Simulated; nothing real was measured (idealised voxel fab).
Proc. module: voxel released beams
The figure presents cross-section cut, which has a width of 240 nm and is divided into square cells with an edge length of 5 nm.
Throughout this document, each cross-section is represented as a grid of square cells and is presented as a sequence of bands enumerated from the top downward, where a band comprises one or more rows of cells. Heights first: top, then bottom, in nm. Then materials, left to right, each with a width in nm. "everywhere" on a single material: fills the band edge to edge. "empty": empty space. Heights are reckoned from 0. Under this level, the received wafer is all of one material. The bottommost band is open-ended downward, for example "top 0, no bottom". A two-number width, for instance "30 to 40", indicates that the width is equal to the first number in the top row of the band and to the second number in the bottom row, and that it changes by a constant amount per row of cells. Given "nothing changed" for a step, no cell of the cross-section differs between before and after that step. If an empty space has no open way to the top and is at least 8 cells in size, "Closed voids list" lists it, written width x height at distance, where distance is measured from the left edge and every value is in nm. That trailing text on a step's line, after the settings, is the simulator's own remark on the step. You can add "overlay nm" to a step's line. For a step with a mask, it describes how far the mask lay to the right of its planned position, and a negative number describes a lay to the left.

-- Process steps foreseen in the plan
1) op RECEIVE | material Si
2) op CONFORMAL_DEP | material SiN | thk nm 5
3) op DIRECTIONAL_DEP | material SiO2 | thk nm 20
4) op DIRECTIONAL_DEP | material aC | thk nm 10
5) op PATTERN | tone open | mask id ANCHOR | material resist | width nm 40 | thk nm 25 | overlay nm 0
6) op DIRECTIONAL_ETCH | etch materials aC | depth nm 10
7) op STRIP | etch materials resist
8) op DIRECTIONAL_ETCH | etch materials SiO2 | depth nm 20
9) op STRIP | etch materials aC
10) op CONFORMAL_DEP | material polySi | thk nm 15
11) op DIRECTIONAL_DEP | material aC | thk nm 10
12) op PATTERN | tone cover | mask id BEAM | material resist | width nm 90 | thk nm 30 | overlay nm 0
13) op DIRECTIONAL_ETCH | etch materials aC | depth nm 10
14) op STRIP | etch materials resist
15) op DIRECTIONAL_ETCH | etch materials polySi | depth nm 15
16) op STRIP | etch materials aC
17) op STRIP | etch materials SiO2

-- Cross-section of the wafer upon arrival, representing the state reached after step 1
> top 0, no bottom | Si everywhere
> Closed voids list: none

-- First of two wafers, end-of-module section, run followed plan
> top 40, bottom 25 | empty: 70, then polySi: 20, then empty: 10, then polySi: 60, then empty: 80
> top 25, bottom 20 | empty: 75, then polySi: 15, then empty: 10, then polySi: 15, then empty: 125
> top 20, bottom 5 | empty: 75, then polySi: 40, then empty: 125
> top 5, bottom 0 | SiN everywhere
> top 0, no bottom | Si everywhere
> Closed voids list: none

-- Now the second wafer, cross-sectioned at the end of the module. Nothing different at the start, nothing different in the plan compared with the first, just one mistake when it was actually run
> top 40, bottom 25 | empty: 75, then polySi: 15, then empty: 10, then polySi: 55, then empty: 85
> top 25, bottom 20 | empty: 75, then polySi: 15, then empty: 10, then polySi: 15, then empty: 125
> top 20, bottom 5 | empty: 75, then polySi: 40, then empty: 125
> top 5, bottom 0 | SiN everywhere
> top 0, no bottom | Si everywhere
> Closed voids list: none
Heads up, the wafer didn't run the way we planned it: step 12 went in with a setting other than planned; the actual run was op PATTERN | tone cover | mask id BEAM | material resist | width nm 80 | thk nm 30 | overlay nm 0
In the final state, the cell counts of the second wafer exceed or fall short of those of the first for the following materials: polySi: 6 fewer
